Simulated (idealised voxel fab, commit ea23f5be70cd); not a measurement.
This section sets out a process module, namely voxel self aligned vias.
For reference, the cross-section in this document is cut, with width 190 nm and square cells of 5 nm.
The cross-sections in this document take the form of a grid made of square cells. They are written out as bands, in order from top to bottom. Each band consists of one or more rows of cells. Heights first: top, then bottom, in nm. Then materials, left to right, each with a width in nm. "throughout" on a single material: fills the band edge to edge. "air": empty space. Counting heights begins at 0, where everything beneath is, in the wafer as received, one material. The lowest band has no bottom; it goes on downwards, as "0..down" shows. The width entry "30->40" should be interpreted row by row: the top row of cells in the band takes the first number, the bottom row takes the second number, and the change between adjacent rows is uniform throughout. Step marked "no modifications"? Then no cell in the cross-section changed in it. Closed-off voids of 8+ cells (no open route to the top) go in "Fully closed voids", written width x height at distance from the left edge, in nm. On a step's line, text after the settings is the simulator commenting on that step. "overlay nm" denotes, for a step that has a mask, the displacement of the mask to the right of its planned place, with negative values corresponding to the left. Each of the pairs that make up the rest of this document says: here is the cross-section before one process step, here is the cross-section after it, drawn only down to the lowest band that changed, and here, under the pair, is the step lying between them with its settings. Different pairs may come from different runs of this module on the same starting wafer, so a pair continues from the pair above it only where its entry headed "Before step" says so.

Before step
* 70..60: Cu throughout
* 60..55: TiN 40, then Cu 35, then TiN 115
* 55..45: lowk 35, then TiN 5, then Cu 35, then TiN 5, then lowk 110
* 45..40: lowk 35, then TiN 5, then Cu 15, then TiN 25, then lowk 110
* 40..35: lowk 35, then TiN 25, then lowk 45, then SiN 25, then lowk 60
* 35..25: lowk 35, then TiN 5, then W 15, then TiN 5, then lowk 45, then TiN 5, then W 15, then TiN 5, then lowk 60
* 25..20: lowk 35, then TiN 25, then lowk 45, then TiN 25, then lowk 60
* 20..15: SiCN throughout
* 15..0: SiO2 throughout
* 0..down: Si throughout
* Fully closed voids: none

Post-Process Section
* 55..45: lowk 35, then TiN 5, then Cu 35, then TiN 5, then lowk 110
* Under 45: no change, same as before.
* Fully closed voids: none
The before and after cross-sections above differ by one step: CMP | height nm 55

Before step: we pick up right where the pair above leaves off, with its after cross-section.

Post-Process Section
* 60..55: SiN throughout
* Under 55: no change, same as before.
* Fully closed voids: none
The before and after cross-sections above differ by one step: CONFORMAL_DEP | material SiN | thk nm 5

Before step
* 40..25: lowk 45, then TiN 5, then W 15, then TiN 5, then lowk 45, then TiN 5, then W 15, then TiN 5, then lowk 50
* 25..20: lowk 45, then TiN 25, then lowk 45, then TiN 25, then lowk 50
* 20..15: SiCN throughout
* 15..0: SiO2 throughout
* 0..down: Si throughout
* Fully closed voids: none

Post-Process Section
* 40..35: lowk 45, then TiN 5, then air 15, then TiN 5, then lowk 45, then TiN 5, then air 15, then TiN 5, then lowk 50
* Under 35: no change, same as before.
* Fully closed voids: none
The before and after cross-sections above differ by one step: SELECTIVE_ETCH | etch materials W | depth nm 5

Before step: we pick up right where the pair above leaves off, with its after cross-section.

Post-Process Section
* 50..40: SiN throughout
* 40..35: lowk 45, then TiN 5, then SiN 15, then TiN 5, then lowk 45, then TiN 5, then SiN 15, then TiN 5, then lowk 50
* Under 35: no change, same as before.
* Fully closed voids: none
The before and after cross-sections above differ by one step: FILL_DEP | material SiN | thk nm 10

Before step: we pick up right where the pair above leaves off, with its after cross-section.

Post-Process Section
* 40..35: lowk 45, then TiN 5, then SiN 15, then TiN 5, then lowk 45, then TiN 5, then SiN 15, then TiN 5, then lowk 50
* Under 35: no change, same as before.
* Fully closed voids: none
The before and after cross-sections above differ by one step: CMP | height nm 40

Before step: we pick up right where the pair above leaves off, with its after cross-section.

Post-Process Section
* 55..40: lowk throughout
* Under 40: no change, same as before.
* Fully closed voids: none
The before and after cross-sections above differ by one step: DIRECTIONAL_DEP | material lowk | thk nm 15

Before step: we pick up right where the pair above leaves off, with its after cross-section.

Post-Process Section
* 65..55: aC throughout
* Under 55: no change, same as before.
* Fully closed voids: none
The before and after cross-sections above differ by one step: DIRECTIONAL_DEP | material aC | thk nm 10

Before step: we pick up right where the pair above leaves off, with its after cross-section.

Post-Process Section
* 90..65: resist 35, then air 45, then resist 110
* Under 65: no change, same as before.
* Fully closed voids: none
The before and after cross-sections above differ by one step: PATTERN | tone open | mask id VIAS | material resist | width nm 45 | thk nm 25 | overlay nm 0

Before step: we pick up right where the pair above leaves off, with its after cross-section.

Post-Process Section
* 80..65: resist 35, then air 45, then resist 110
* 65..55: aC 35, then air 45, then aC 110
* Under 55: no change, same as before.
* Fully closed voids: none
The before and after cross-sections above differ by one step: DIRECTIONAL_ETCH | etch materials aC | depth nm 10

Before step: we pick up right where the pair above leaves off, with its after cross-section.

Post-Process Section
* 65..55: aC 35, then air 45, then aC 110
* Under 55: no change, same as before.
* Fully closed voids: none
The before and after cross-sections above differ by one step: STRIP | etch materials resist

Before step: we pick up right where the pair above leaves off, with its after cross-section.

Post-Process Section
* 65..55: aC 35, then air 45, then aC 110
* 55..40: lowk 35, then air 45, then lowk 110
* Under 40: no change, same as before.
* Fully closed voids: none
The before and after cross-sections above differ by one step: DIRECTIONAL_ETCH | etch materials lowk | depth nm 15

Before step: we pick up right where the pair above leaves off, with its after cross-section.

Post-Process Section
* 65..55: aC 35, then air 45, then aC 110
* 55..40: lowk 35, then air 45, then lowk 110
* 40..35: lowk 45, then TiN 5, then air 15, then TiN 5, then lowk 45, then TiN 5, then SiN 15, then TiN 5, then lowk 50
* Under 35: no change, same as before.
* Fully closed voids: none
The before and after cross-sections above differ by one step: DIRECTIONAL_ETCH | etch materials SiN | depth nm 5

Before step: we pick up right where the pair above leaves off, with its after cross-section.

Post-Process Section
* 55..40: lowk 35, then air 45, then lowk 110
* Under 40: no change, same as before.
* Fully closed voids: none
The before and after cross-sections above differ by one step: STRIP | etch materials aC

Before step: we pick up right where the pair above leaves off, with its after cross-section.

Post-Process Section
* 60..55: TiN 40, then air 35, then TiN 115
* 55..45: lowk 35, then TiN 5, then air 35, then TiN 5, then lowk 110
* 45..40: lowk 35, then TiN 20, then air 5, then TiN 20, then lowk 110
* 40..35: lowk 45, then TiN 25, then lowk 45, then TiN 5, then SiN 15, then TiN 5, then lowk 50
* Under 35: no change, same as before.
* Fully closed voids: none
The before and after cross-sections above differ by one step: CONFORMAL_DEP | material TiN | thk nm 5

Before step: we pick up right where the pair above leaves off, with its after cross-section.

Post-Process Section
* 70..60: Cu throughout
* 60..55: TiN 40, then Cu 35, then TiN 115
* 55..45: lowk 35, then TiN 5, then Cu 35, then TiN 5, then lowk 110
* 45..40: lowk 35, then TiN 20, then Cu 5, then TiN 20, then lowk 110
* Under 40: no change, same as before.
* Fully closed voids: none
The before and after cross-sections above differ by one step: FILL_DEP | material Cu | thk nm 10

Before step: we pick up right where the pair above leaves off, with its after cross-section.

Post-Process Section
* 55..45: lowk 35, then TiN 5, then Cu 35, then TiN 5, then lowk 110
* Under 45: no change, same as before.
* Fully closed voids: none
The before and after cross-sections above differ by one step: CMP | height nm 55

Before step: we pick up right where the pair above leaves off, with its after cross-section.

Post-Process Section
* 60..55: SiN throughout
* Under 55: no change, same as before.
* Fully closed voids: none
The before and after cross-sections above differ by one step: CONFORMAL_DEP | material SiN | thk nm 5

Before step
* 40..20: lowk throughout
* 20..15: SiCN throughout
* 15..0: SiO2 throughout
* 0..down: Si throughout
* Fully closed voids: none

Post-Process Section
* 40..20: air 45, then lowk 25, then air 45, then lowk 25, then air 50
* Under 20: no change, same as before.
* Fully closed voids: none
The before and after cross-sections above differ by one step: MASKED_ETCH | tone cover | mask id LINES | width nm 25 | pitch nm 70 | etch materials lowk | depth nm 20 | overlay nm 0

Before step: we pick up right where the pair above leaves off, with its after cross-section.

Post-Process Section
* 45..40: air 40, then TiN 35, then air 35, then TiN 35, then air 45
* 40..25: air 40, then TiN 5, then lowk 25, then TiN 5, then air 35, then TiN 5, then lowk 25, then TiN 5, then air 45
* 25..20: TiN 45, then lowk 25, then TiN 45, then lowk 25, then TiN 50
* Under 20: no change, same as before.
* Fully closed voids: none
The before and after cross-sections above differ by one step: CONFORMAL_DEP | material TiN | thk nm 5

Before step: we pick up right where the pair above leaves off, with its after cross-section.

Post-Process Section
* 50..45: W throughout
* 45..40: W 40, then TiN 35, then W 35, then TiN 35, then W 45
* 40..25: W 40, then TiN 5, then lowk 25, then TiN 5, then W 35, then TiN 5, then lowk 25, then TiN 5, then W 45
* Under 25: no change, same as before.
* Fully closed voids: none
The before and after cross-sections above differ by one step: FILL_DEP | material W | thk nm 5

Before step: we pick up right where the pair above leaves off, with its after cross-section.

Post-Process Section
* 40..25: W 40, then TiN 5, then lowk 25, then TiN 5, then W 35, then TiN 5, then lowk 25, then TiN 5, then W 45
* Under 25: no change, same as before.
* Fully closed voids: none
The before and after cross-sections above differ by one step: CMP | height nm 40

Before step: we pick up right where the pair above leaves off, with its after cross-section.

Post-Process Section
* 40..35: air 45, then lowk 25, then air 45, then lowk 25, then air 50
* Under 35: no change, same as before.
* Fully closed voids: none
The before and after cross-sections above differ by one step: SELECTIVE_ETCH | etch materials W Ru TiN | depth nm 5

Before step: we pick up right where the pair above leaves off, with its after cross-section.

Post-Process Section
* 50..40: SiN throughout
* 40..35: SiN 45, then lowk 25, then SiN 45, then lowk 25, then SiN 50
* Under 35: no change, same as before.
* Fully closed voids: none
The before and after cross-sections above differ by one step: FILL_DEP | material SiN | thk nm 10

Before step: we pick up right where the pair above leaves off, with its after cross-section.

Post-Process Section
* 40..35: SiN 45, then lowk 25, then SiN 45, then lowk 25, then SiN 50
* Under 35: no change, same as before.
* Fully closed voids: none
The before and after cross-sections above differ by one step: CMP | height nm 40

Before step: we pick up right where the pair above leaves off, with its after cross-section.

Post-Process Section
* 55..40: lowk throughout
* Under 40: no change, same as before.
* Fully closed voids: none
The before and after cross-sections above differ by one step: DIRECTIONAL_DEP | material lowk | thk nm 15

Before step: we pick up right where the pair above leaves off, with its after cross-section.

Post-Process Section
* 65..55: aC throughout
* Under 55: no change, same as before.
* Fully closed voids: none
The before and after cross-sections above differ by one step: DIRECTIONAL_DEP | material aC | thk nm 10

Before step: we pick up right where the pair above leaves off, with its after cross-section.

Post-Process Section
* 90..65: resist 35, then air 45, then resist 110
* Under 65: no change, same as before.
* Fully closed voids: none
The before and after cross-sections above differ by one step: PATTERN | tone open | mask id VIAS | material resist | width nm 45 | thk nm 25 | overlay nm 0

Before step: we pick up right where the pair above leaves off, with its after cross-section.

Post-Process Section
* 80..65: resist 35, then air 45, then resist 110
* 65..55: aC 35, then air 45, then aC 110
* Under 55: no change, same as before.
* Fully closed voids: none
The before and after cross-sections above differ by one step: DIRECTIONAL_ETCH | etch materials aC | depth nm 10

Before step: we pick up right where the pair above leaves off, with its after cross-section.

Post-Process Section
* 65..55: aC 35, then air 45, then aC 110
* Under 55: no change, same as before.
* Fully closed voids: none
The before and after cross-sections above differ by one step: STRIP | etch materials resist

Before step: we pick up right where the pair above leaves off, with its after cross-section.

Post-Process Section
* 65..55: aC 35, then air 45, then aC 110
* 55..40: lowk 35, then air 45, then lowk 110
* Under 40: no change, same as before.
* Fully closed voids: none
The before and after cross-sections above differ by one step: DIRECTIONAL_ETCH | etch materials lowk | depth nm 15

Before step: we pick up right where the pair above leaves off, with its after cross-section.

Post-Process Section
* 65..55: aC 35, then air 45, then aC 110
* 55..40: lowk 35, then air 45, then lowk 110
* 40..35: SiN 35, then air 10, then lowk 25, then air 10, then SiN 35, then lowk 25, then SiN 50
* Under 35: no change, same as before.
* Fully closed voids: none
The before and after cross-sections above differ by one step: DIRECTIONAL_ETCH | etch materials SiN | depth nm 5

Before step: we pick up right where the pair above leaves off, with its after cross-section.

Post-Process Section
* 55..40: lowk 35, then air 45, then lowk 110
* Under 40: no change, same as before.
* Fully closed voids: none
The before and after cross-sections above differ by one step: STRIP | etch materials aC

Before step: we pick up right where the pair above leaves off, with its after cross-section.

Post-Process Section
* 60..55: TiN 40, then air 35, then TiN 115
* 55..45: lowk 35, then TiN 5, then air 35, then TiN 5, then lowk 110
* 45..40: lowk 35, then TiN 45, then lowk 110
* 40..35: SiN 35, then TiN 10, then lowk 25, then TiN 10, then SiN 35, then lowk 25, then SiN 50
* Under 35: no change, same as before.
* Fully closed voids: none
The before and after cross-sections above differ by one step: CONFORMAL_DEP | material TiN | thk nm 5

Before step: we pick up right where the pair above leaves off, with its after cross-section.

Post-Process Section
* 70..60: Cu throughout
* 60..55: TiN 40, then Cu 35, then TiN 115
* 55..45: lowk 35, then TiN 5, then Cu 35, then TiN 5, then lowk 110
* Under 45: no change, same as before.
* Fully closed voids: none
The before and after cross-sections above differ by one step: FILL_DEP | material Cu | thk nm 10

Before step: we pick up right where the pair above leaves off, with its after cross-section.

Post-Process Section
* 55..45: lowk 35, then TiN 5, then Cu 35, then TiN 5, then lowk 110
* Under 45: no change, same as before.
* Fully closed voids: none
The before and after cross-sections above differ by one step: CMP | height nm 55

Before step: we pick up right where the pair above leaves off, with its after cross-section.

Post-Process Section
* 60..55: SiN throughout
* Under 55: no change, same as before.
* Fully closed voids: none
The before and after cross-sections above differ by one step: CONFORMAL_DEP | material SiN | thk nm 5
